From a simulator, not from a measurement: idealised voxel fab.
Title: Process Module voxel self aligned vias
It is cross-section cut that appears here, measuring 295 nm in width, its square cells being 5 nm in size.
This document writes a cross-section as a grid whose cells are square, and gives it as bands, listed from the top down; one or more rows of cells form a band. A band entry consists of two parts. The first gives the height of the band's top and the height of its bottom, in nm. The rest lists the band's materials from left to right, each with its width in nm. A single material labelled with the word "everywhere" fills the band from edge to edge, and the word "empty" marks empty space. Note: height 0 marks the level under which the wafer is uniformly one material as received. Lowest band unbounded below, written "0..down". When a width is written as two numbers, as in "30..40", the first number is the width in the top row of cells of the band and the second is the width in its bottom row, and the width changes by the same amount from each row to the next. What does "same as before" mean for a step? It means no cell of the cross-section changed in that step. Look at "Sealed internal voids" for the closed voids: empty spaces with no open path to the top, sized 8 cells or up. Each is width x height at distance, distance from the left edge, all nm. Read whatever lies past the settings on a step's line as the simulator's own remark about the step. overlay nm: how far to the right of its planned place the mask lay on this masked step (negative: to the left).
List of planned process steps
| 1 | RECEIVE, material Si |
| 2 | CONFORMAL_DEP, material SiO2, thk nm 10 |
| 3 | CONFORMAL_DEP, material SiCN, thk nm 5 |
| 4 | DIRECTIONAL_DEP, material SiO2, thk nm 20 |
| 5 | MASKED_ETCH, tone open, mask id LINES, width nm 25, pitch nm 55, etch materials SiO2, depth nm 20, overlay nm 0 |
| 6 | CONFORMAL_DEP, material TiN, thk nm 5 |
| 7 | FILL_DEP, material Ru, thk nm 5 |
| 8 | CMP, height nm 35 |
| 9 | SELECTIVE_ETCH, etch materials W Ru TiN, depth nm 5 |
| 10 | FILL_DEP, material SiN, thk nm 10 |
| 11 | CMP, height nm 35 |
| 12 | DIRECTIONAL_DEP, material SiO2, thk nm 15 |
| 13 | DIRECTIONAL_DEP, material aC, thk nm 15 |
| 14 | PATTERN, tone open, mask id VIAS, material resist, width nm 35, pitch nm 55, thk nm 35, overlay nm 0 |
| 15 | DIRECTIONAL_ETCH, etch materials aC, depth nm 15 |
| 16 | STRIP, etch materials resist |
| 17 | DIRECTIONAL_ETCH, etch materials SiO2, depth nm 15 |
| 18 | DIRECTIONAL_ETCH, etch materials SiN, depth nm 5 |
| 19 | STRIP, etch materials aC |
| 20 | CONFORMAL_DEP, material TiN, thk nm 5 |
| 21 | FILL_DEP, material Ru, thk nm 10 |
| 22 | CMP, height nm 50 |
| 23 | CONFORMAL_DEP, material SiN, thk nm 5 |
Step 1 complete: cross-section of the wafer as received
    0..down | Si everywhere
    Sealed internal voids: none
Cross-sectional result after module completion. Note: starting condition and plan are unchanged from above; one processing mistake was made
    55..50 | SiN everywhere
    50..35 | SiO2 100, then TiN 5, then Ru 25, then TiN 5, then SiO2 20, then TiN 5, then Ru 25, then TiN 5, then SiO2 105
    35..30 | SiO2 100, then TiN 35, then SiO2 20, then TiN 35, then SiO2 105
    30..20 | SiO2 100, then TiN 10, then Ru 15, then TiN 10, then SiO2 20, then TiN 10, then Ru 15, then TiN 10, then SiO2 105
    20..15 | SiO2 105, then TiN 25, then SiO2 30, then TiN 25, then SiO2 110
    15..10 | SiCN everywhere
    10..0 | SiO2 everywhere
    0..down | Si everywhere
    Sealed internal voids: none
Diagnosis: execution of plan step 17 occurred twice
